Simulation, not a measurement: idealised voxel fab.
You're looking at the process module voxel wiring stack.
Cross-sectional view cut (width: 205 nm; square cell size: 5 nm).
In this document a cross-section is written as a grid of square cells. It is given as a series of bands, listed from the top down, and a band is one or more rows of cells. Top height, bottom height, nm. Materials left to right, width each, nm. Single material + "throughout" = fills band edge to edge. "blank" = empty. Heights are measured from 0, the level below which the as-received wafer is all one material; the lowest band has no bottom and continues downward, written as in "from 0 down". Think of "30..40" as a width that walks from the first number to the second as you go down the band, top row to bottom row, taking equal-sized steps from row to row. It should be understood that the words "nothing altered", when stated for a given step, signify that the cross-section underwent no change in any of its cells during that step. "Cavities, sealed" specifies each empty space that is not open to the top and that occupies no fewer than 8 cells, using the form width x height at distance, the distance measured from the left edge and all three quantities in nm. On each step's line, the part that comes after the settings is the simulator's own comment on the step. overlay nm: right-of-plan distance of the mask on a masked step; negative values mean left-of-plan.

## So here's the lineup of process steps we planned
step 1: RECEIVE [material Si]
step 2: CONFORMAL_DEP [material SiO2] [thk nm 10]
step 3: CONFORMAL_DEP [material SiCN] [thk nm 5]
step 4: DIRECTIONAL_DEP [material SiO2] [thk nm 25]
step 5: PATTERN [tone open] [mask id METAL_1] [material resist] [width nm 15] [pitch nm 40] [thk nm 20] [overlay nm 0]
step 6: DIRECTIONAL_ETCH [etch materials SiO2] [depth nm 25]
step 7: DIRECTIONAL_ETCH [etch materials SiCN] [depth nm 5]
step 8: STRIP [etch materials resist]
step 9: CONFORMAL_DEP [material TiN] [thk nm 5]
step 10: FILL_DEP [material Cu] [thk nm 10]
step 11: CMP [height nm 40]
step 12: CONFORMAL_DEP [material SiCN] [thk nm 5]
step 13: DIRECTIONAL_DEP [material SiO2] [thk nm 15]
step 14: DIRECTIONAL_DEP [material aC] [thk nm 15]
step 15: PATTERN [tone open] [mask id PLUG_1] [material resist] [width nm 15] [thk nm 30] [overlay nm 0]
step 16: DIRECTIONAL_ETCH [etch materials aC] [depth nm 15]
step 17: STRIP [etch materials resist]
step 18: DIRECTIONAL_ETCH [etch materials SiO2] [depth nm 15]
step 19: DIRECTIONAL_ETCH [etch materials SiCN] [depth nm 5]
step 20: STRIP [etch materials aC]
step 21: EPI [material Ru] [thk nm 10]
step 22: EPI [material Ru] [thk nm 10]
step 23: DIRECTIONAL_DEP [material TiN] [thk nm 5]
step 24: DIRECTIONAL_DEP [material Ru] [thk nm 15]
step 25: DIRECTIONAL_DEP [material aC] [thk nm 10]
step 26: PATTERN [tone cover] [mask id METAL_2] [material resist] [width nm 25] [pitch nm 40] [thk nm 25] [overlay nm 0]
step 27: DIRECTIONAL_ETCH [etch materials aC] [depth nm 10]
step 28: STRIP [etch materials resist]
step 29: DIRECTIONAL_ETCH [etch materials Ru] [depth nm 15]
step 30: DIRECTIONAL_ETCH [etch materials TiN] [depth nm 5]
step 31: STRIP [etch materials aC]
step 32: CONFORMAL_DEP [material SiCN] [thk nm 5]
step 33: FILL_DEP [material SiO2] [thk nm 10]
step 34: CMP [height nm 80]
step 35: CONFORMAL_DEP [material SiN] [thk nm 5]
Where the wafers of this document differ is in the width nm of step 5; they start out the same, and the plan states the value that applied to the first wafer.

## The first of several wafers, as received after step 1, seen in section
    from 0 down = Si throughout
    Cavities, sealed: none

## The cross-section of the first of several wafers is given below for the end of the module, after its final step, step 35
    from 85 to 80 = SiN throughout
    from 80 to 65 = SiO2 (65), then SiCN (5), then Ru (25), then SiCN (5), then SiO2 (5), then SiCN (5), then Ru (25), then SiCN (5), then SiO2 (65)
    from 65 to 60 = SiCN (70), then TiN (25), then SiCN (15), then TiN (25), then SiCN (70)
    from 60 to 45 = SiO2 (70), then Ru (15), then SiO2 (120)
    from 45 to 40 = SiCN (70), then Ru (15), then SiCN (120)
    from 40 to 15 = SiO2 (75), then TiN (5), then Cu (5), then TiN (5), then SiO2 (25), then TiN (5), then Cu (5), then TiN (5), then SiO2 (75)
    from 15 to 10 = SiCN (75), then TiN (15), then SiCN (25), then TiN (15), then SiCN (75)
    from 10 to 0 = SiO2 throughout
    from 0 down = Si throughout
    Cavities, sealed: none

## End of module, last wafer sectioned
    from 85 to 80 = SiN throughout
    from 80 to 65 = SiO2 (65), then SiCN (5), then Ru (25), then SiCN (5), then SiO2 (5), then SiCN (5), then Ru (25), then SiCN (5), then SiO2 (65)
    from 65 to 60 = SiCN (70), then TiN (25), then SiCN (15), then TiN (25), then SiCN (70)
    from 60 to 45 = SiO2 (70), then Ru (15), then SiO2 (120)
    from 45 to 40 = SiCN (70), then Ru (15), then SiCN (120)
    from 40 to 15 = SiO2 (70), then TiN (5), then Cu (15), then TiN (5), then SiO2 (15), then TiN (5), then Cu (15), then TiN (5), then SiO2 (70)
    from 15 to 10 = SiCN (70), then TiN (25), then SiCN (15), then TiN (25), then SiCN (70)
    from 10 to 0 = SiO2 throughout
    from 0 down = Si throughout
    Cavities, sealed: none

## The table below has one row for each wafer; a row shows, as of the end of the module, how many cells of each material the wafer has gained, marked (+), or lost, marked (-), since it was received, and then the wafer's closed voids
width nm 15; +10 Cu; +42 Ru; +116 SiCN; +41 SiN; +452 SiO2; +36 TiN; Cavities, sealed: none
width nm 20; +20 Cu; +42 Ru; +114 SiCN; +41 SiN; +442 SiO2; +38 TiN; Cavities, sealed: none
width nm 25; +30 Cu; +42 Ru; +112 SiCN; +41 SiN; +432 SiO2; +40 TiN; Cavities, sealed: none
